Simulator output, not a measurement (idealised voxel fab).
The following process module bears the name voxel double patterning.
In the cross-section labelled cut, the width is 295 nm and each square cell is 5 nm.
Think of the cross-section as a grid of square cells. We describe it in bands, top to bottom, and each band covers one or more rows of those cells. First you get the band's top height and its bottom height, in nm, and then the materials it's made of, left to right, with each width in nm. If you see a single material with "all across", that one covers the band edge to edge. "blank" is empty space. It should be noted that heights are counted from 0, beneath which the wafer as supplied is of one material throughout, and that the lowest band possesses no lower boundary but continues downward, as written in "0..down". Width: "30->40" (first number = top row, second number = bottom row, same change from row to row of cells). You'll sometimes find "no alteration" written for a step, and that's the way of saying that nowhere in the cross-section did a cell change during that step. Each empty space that has no open way to the top and spans at least 8 cells appears under "Closed void list" as width x height at distance, the distance counted from the left edge, all in nm. It should be noted that, on the line of a given step, the content following the step's settings is a remark produced by the simulator itself with respect to that step. "overlay nm" answers the question of how far to the right of plan the mask lay on a step that has a mask, and when it is negative the answer is to the left.

plan
step 1: RECEIVE (material Si)
step 2: CONFORMAL_DEP (material SiN; thk nm 10)
step 3: DIRECTIONAL_DEP (material SiO2; thk nm 20)
step 4: DIRECTIONAL_DEP (material SiCN; thk nm 10)
step 5: PATTERN (tone open; mask id FIRST; material resist; width nm 15; pitch nm 50; thk nm 15; overlay nm 0)
step 6: DIRECTIONAL_ETCH (etch materials SiCN; depth nm 10)
step 7: STRIP (etch materials resist)
step 8: DIRECTIONAL_DEP (material aC; thk nm 15)
step 9: PATTERN (tone open; mask id SECOND; material resist; width nm 15; thk nm 35; overlay nm 0)
step 10: DIRECTIONAL_ETCH (etch materials aC; depth nm 15)
step 11: STRIP (etch materials resist)
step 12: DIRECTIONAL_ETCH (etch materials SiCN; depth nm 10)
step 13: STRIP (etch materials aC)
step 14: DIRECTIONAL_ETCH (etch materials SiO2; depth nm 20)
step 15: STRIP (etch materials SiCN)

Of two wafers, the first: run according to plan

So this is the incoming wafer in cross-section - it's already been through step 1
	0..down = Si all across
	Closed void list: none

Take a look at the wafer's cross-section after step 2
	10..0 = SiN all across
	Below 0, no change.

Take a look at the wafer's cross-section after step 3
	30..10 = SiO2 all across
	Below 10, no change.

Take a look at the wafer's cross-section after step 4
	40..30 = SiCN all across
	Below 30, no change.

Take a look at the wafer's cross-section after step 5
	55..40 = 115 resist  15 blank  35 resist  15 blank  115 resist
	Below 40, no change.

Take a look at the wafer's cross-section after step 6
	55..40 = 115 resist  15 blank  35 resist  15 blank  115 resist
	40..30 = 115 SiCN  15 blank  35 SiCN  15 blank  115 SiCN
	Below 30, no change.

Take a look at the wafer's cross-section after step 7
	40..30 = 115 SiCN  15 blank  35 SiCN  15 blank  115 SiCN
	Below 30, no change.

Take a look at the wafer's cross-section after step 8
	55..45 = 115 aC  15 blank  35 aC  15 blank  115 aC
	45..40 = aC all across
	40..30 = 115 SiCN  15 aC  35 SiCN  15 aC  115 SiCN
	Below 30, no change.

Take a look at the wafer's cross-section after step 9
	90..55 = 140 resist  15 blank  140 resist
	55..45 = 115 aC  15 resist  35 aC  15 resist  115 aC
	Below 45, no change.

Take a look at the wafer's cross-section after step 10
	75..55 = 140 resist  15 blank  140 resist
	55..45 = 115 aC  15 resist  10 aC  15 blank  10 aC  15 resist  115 aC
	45..40 = 140 aC  15 blank  140 aC
	Below 40, no change.

Take a look at the wafer's cross-section after step 11
	55..45 = 115 aC  15 blank  10 aC  15 blank  10 aC  15 blank  115 aC
	Below 45, no change.

Take a look at the wafer's cross-section after step 12
	55..45 = 115 aC  15 blank  10 aC  15 blank  10 aC  15 blank  115 aC
	45..40 = 140 aC  15 blank  140 aC
	40..30 = 115 SiCN  15 aC  10 SiCN  15 blank  10 SiCN  15 aC  115 SiCN
	Below 30, no change.

Take a look at the wafer's cross-section after step 13
	40..30 = 115 SiCN  15 blank  10 SiCN  15 blank  10 SiCN  15 blank  115 SiCN
	Below 30, no change.

Take a look at the wafer's cross-section after step 14
	40..30 = 115 SiCN  15 blank  10 SiCN  15 blank  10 SiCN  15 blank  115 SiCN
	30..10 = 115 SiO2  15 blank  10 SiO2  15 blank  10 SiO2  15 blank  115 SiO2
	Below 10, no change.

Take a look at the wafer's cross-section after step 15
	30..10 = 115 SiO2  15 blank  10 SiO2  15 blank  10 SiO2  15 blank  115 SiO2
	Below 10, no change.

Wafer two of the pair: same origin, same plan, one error during the run; identical to wafer one up to and including step 2

Cross-section, second wafer, at the end time the plan gives for step 3
	20..10 = SiO2 all across
	Below 10, no change.

Cross-section, second wafer, at the end time the plan gives for step 4
	30..20 = SiCN all across
	Below 20, no change.

Cross-section, second wafer, at the end time the plan gives for step 5
	45..30 = 115 resist  15 blank  35 resist  15 blank  115 resist
	Below 30, no change.

Cross-section, second wafer, at the end time the plan gives for step 6
	45..30 = 115 resist  15 blank  35 resist  15 blank  115 resist
	30..20 = 115 SiCN  15 blank  35 SiCN  15 blank  115 SiCN
	Below 20, no change.

Cross-section, second wafer, at the end time the plan gives for step 7
	30..20 = 115 SiCN  15 blank  35 SiCN  15 blank  115 SiCN
	Below 20, no change.

Cross-section, second wafer, at the end time the plan gives for step 8
	45..35 = 115 aC  15 blank  35 aC  15 blank  115 aC
	35..30 = aC all across
	30..20 = 115 SiCN  15 aC  35 SiCN  15 aC  115 SiCN
	Below 20, no change.

Cross-section, second wafer, at the end time the plan gives for step 9
	80..45 = 140 resist  15 blank  140 resist
	45..35 = 115 aC  15 resist  35 aC  15 resist  115 aC
	Below 35, no change.

Cross-section, second wafer, at the end time the plan gives for step 10
	65..45 = 140 resist  15 blank  140 resist
	45..35 = 115 aC  15 resist  10 aC  15 blank  10 aC  15 resist  115 aC
	35..30 = 140 aC  15 blank  140 aC
	Below 30, no change.

Cross-section, second wafer, at the end time the plan gives for step 11
	45..35 = 115 aC  15 blank  10 aC  15 blank  10 aC  15 blank  115 aC
	Below 35, no change.

Cross-section, second wafer, at the end time the plan gives for step 12
	45..35 = 115 aC  15 blank  10 aC  15 blank  10 aC  15 blank  115 aC
	35..30 = 140 aC  15 blank  140 aC
	30..20 = 115 SiCN  15 aC  10 SiCN  15 blank  10 SiCN  15 aC  115 SiCN
	Below 20, no change.

Cross-section, second wafer, at the end time the plan gives for step 13
	30..20 = 115 SiCN  15 blank  10 SiCN  15 blank  10 SiCN  15 blank  115 SiCN
	Below 20, no change.

Cross-section, second wafer, at the end time the plan gives for step 14
	30..20 = 115 SiCN  15 blank  10 SiCN  15 blank  10 SiCN  15 blank  115 SiCN
	20..10 = 115 SiO2  15 blank  10 SiO2  15 blank  10 SiO2  15 blank  115 SiO2
	Below 10, no change.

Cross-section, second wafer, at the end time the plan gives for step 15
	20..10 = 115 SiO2  15 blank  10 SiO2  15 blank  10 SiO2  15 blank  115 SiO2
	Below 10, no change.
What was done differently from what was planned? step 3 ran differently from the plan; actual operation with settings: DIRECTIONAL_DEP (material SiO2; thk nm 10)
Cell-count delta at end, second wafer over first, by material: SiO2 -100
